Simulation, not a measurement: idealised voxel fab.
process module | voxel gate over fins
cross-section cut | 280 nm wide | cells 5 nm
A cross-section is a grid of square cells, given in bands from the top down. A band is one or more rows of cells.
Each band's line starts with the height of the band's top and of its bottom, in nm. Then come its materials from left to right, each with its width in nm. One material with "throughout" fills the band from edge to edge. "air" is empty space.
Height 0 is the level under which the wafer as received is all one material. The lowest band goes on downwards, as in "0 down".
A width such as "30 to 40" changes by the same amount from each row of cells to the next, from the band's top row to its bottom row.
"no change" after a step means that no cell of the cross-section changed.
closed voids: empty space of 8 cells or more with no open way to the top, each as width x height at its distance from the left edge, in nm
after a step's settings: what the simulator itself notes on the step
overlay nm, on a step with a mask: how far to the right of its planned place the mask lay; to the left if negative
plan
1 op RECEIVE | material Si
2 op CONFORMAL_DEP | material SiN | thk nm 5
3 op PATTERN | tone cover | mask id FINS | material resist | width nm 15 | pitch nm 35 | thk nm 15 | overlay nm 0
4 op DIRECTIONAL_ETCH | etch materials SiN | depth nm 5
5 op DIRECTIONAL_ETCH | etch materials Si | depth nm 40
6 op STRIP | etch materials resist
7 op OXIDIZE | depth nm 5
8 op FILL_DEP | material SiO2 | thk nm 15
9 op CMP | height nm 5
10 op SELECTIVE_ETCH | etch materials SiO2 | depth nm 15
11 op STRIP | etch materials SiN
12 op CONFORMAL_DEP | material HfO2 | thk nm 5
13 op CONFORMAL_DEP | material TiN | thk nm 5
14 op CONFORMAL_DEP | material TiAl | thk nm 5
15 op CONFORMAL_DEP | material TiN | thk nm 5
16 op FILL_DEP | material W | thk nm 10
17 op CMP | height nm 25
18 op CONFORMAL_DEP | material SiN | thk nm 10
as received, after step 1
  0 down: Si throughout
  closed voids: none
a wafer at the end: this start, this plan, one mistake
  35 to 25: SiN throughout
  25 to 15: W throughout
  15 to 5: W 85 | TiN 105 | W 90
  5 to 0: TiN 95 | HfO2 15 | TiN 20 | HfO2 15 | TiN 20 | HfO2 15 | TiN 100
  0 to -5: TiN 95 | HfO2 5 | Si 5 | HfO2 5 | TiN 20 | HfO2 5 | Si 5 | HfO2 5 | TiN 20 | HfO2 5 | Si 5 | HfO2 5 | TiN 100
  -5 to -10: HfO2 100 | Si 5 | HfO2 30 | Si 5 | HfO2 30 | Si 5 | HfO2 105
  -10 to -45: SiO2 100 | Si 5 | SiO2 30 | Si 5 | SiO2 30 | Si 5 | SiO2 105
  -45 down: Si throughout
  closed voids: none
what went wrong: step 14 was left out
